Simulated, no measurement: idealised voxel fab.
process module | voxel released beams
cross-section cut | 270 nm wide | cells 5 nm
A cross-section is a grid of square cells, given in bands from the top down. A band is one or more rows of cells.
Each band's line starts with the height of the band's top and of its bottom, in nm. Then come its materials from left to right, each with its width in nm. One material with "throughout" fills the band from edge to edge. "air" is empty space.
Height 0 is the level under which the wafer as received is all one material. The lowest band goes on downwards, as in "0 down".
A width such as "30 to 40" changes by the same amount from each row of cells to the next, from the band's top row to its bottom row.
"no change" after a step means that no cell of the cross-section changed.
closed voids: empty space of 8 cells or more with no open way to the top, each as width x height at its distance from the left edge, in nm
after a step's settings: what the simulator itself notes on the step
overlay nm, on a step with a mask: how far to the right of its planned place the mask lay; to the left if negative
plan
1 op RECEIVE | material Si
2 op CONFORMAL_DEP | material SiN | thk nm 10
3 op DIRECTIONAL_DEP | material SiO2 | thk nm 20
4 op MASKED_ETCH | tone open | mask id ANCHOR | width nm 30 | etch materials SiO2 | depth nm 20 | overlay nm 0
5 op CONFORMAL_DEP | material polySi | thk nm 10
6 op DIRECTIONAL_DEP | material aC | thk nm 10
7 op PATTERN | tone cover | mask id BEAM | material resist | width nm 90 | thk nm 25 | overlay nm 0
8 op DIRECTIONAL_ETCH | etch materials aC | depth nm 10
9 op STRIP | etch materials resist
10 op DIRECTIONAL_ETCH | etch materials polySi | depth nm 10
11 op STRIP | etch materials aC
12 op STRIP | etch materials SiO2
as received, after step 1
  0 down: Si throughout
  closed voids: none
first wafer at the end, as planned
  40 to 30: air 85 | polySi 15 | air 10 | polySi 65 | air 95
  30 to 20: air 90 | polySi 10 | air 10 | polySi 10 | air 150
  20 to 10: air 90 | polySi 30 | air 150
  10 to 0: SiN throughout
  0 down: Si throughout
  closed voids: none
second wafer at the end: like start, like plan, one mistake
  45 to 35: air 85 | polySi 90 | air 95
  35 to 30: polySi throughout
  30 to 10: SiO2 90 | polySi 30 | SiO2 150
  10 to 0: SiN throughout
  0 down: Si throughout
  closed voids: none
what went wrong: step 5 ran as: op CONFORMAL_DEP | material polySi | thk nm 15
at the end the second wafer has, in cells: 192 more of SiO2 | 62 more of polySi
